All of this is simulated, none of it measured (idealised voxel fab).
process module | voxel local oxidation
cross-section cut | 210 nm wide | cells 5 nm
A cross-section is a grid of square cells, given in bands from the top down. A band is one or more rows of cells.
Each band's line starts with the height of the band's top and of its bottom, in nm. Then come its materials from left to right, each with its width in nm. One material with "throughout" fills the band from edge to edge. "air" is empty space.
Height 0 is the level under which the wafer as received is all one material. The lowest band goes on downwards, as in "0 down".
A width such as "30 to 40" changes by the same amount from each row of cells to the next, from the band's top row to its bottom row.
"no change" after a step means that no cell of the cross-section changed.
closed voids: empty space of 8 cells or more with no open way to the top, each as width x height at its distance from the left edge, in nm
after a step's settings: what the simulator itself notes on the step
overlay nm, on a step with a mask: how far to the right of its planned place the mask lay; to the left if negative
plan
1 op RECEIVE | material Si
2 op OXIDIZE | depth nm 5
3 op CONFORMAL_DEP | material SiN | thk nm 10
4 op MASKED_ETCH | tone cover | mask id ACTIVE | width nm 130 | etch materials SiN | depth nm 10 | overlay nm -15
5 op SELECTIVE_ETCH | etch materials SiO2 | depth nm 5
6 op OXIDIZE | depth nm 10
7 op STRIP | etch materials SiN
varied across the wafers: overlay nm of step 4. The plan shows the first wafer's value. All wafers start alike
first wafer as received, after step 1
  0 down: Si throughout
  closed voids: none
first wafer at the end, after step 7
  0 to -5: air 30 | SiO2 120 | air 60
  -5 to -15: SiO2 40 | Si 100 | SiO2 70
  -15 down: Si throughout
  closed voids: none
last wafer at the end
  0 to -5: air 60 | SiO2 120 | air 30
  -5 to -15: SiO2 70 | Si 100 | SiO2 40
  -15 down: Si throughout
  closed voids: none
each wafer at the end: cells of each material gained (+) or lost (-) since it was received, then its closed voids
overlay nm -15 | -86 Si | +68 SiO2 | closed voids: none
overlay nm -10 | -86 Si | +68 SiO2 | closed voids: none
overlay nm -5 | -86 Si | +68 SiO2 | closed voids: none
overlay nm 0 | -86 Si | +68 SiO2 | closed voids: none
overlay nm 5 | -86 Si | +68 SiO2 | closed voids: none
overlay nm 10 | -86 Si | +68 SiO2 | closed voids: none
overlay nm 15 | -86 Si | +68 SiO2 | closed voids: none
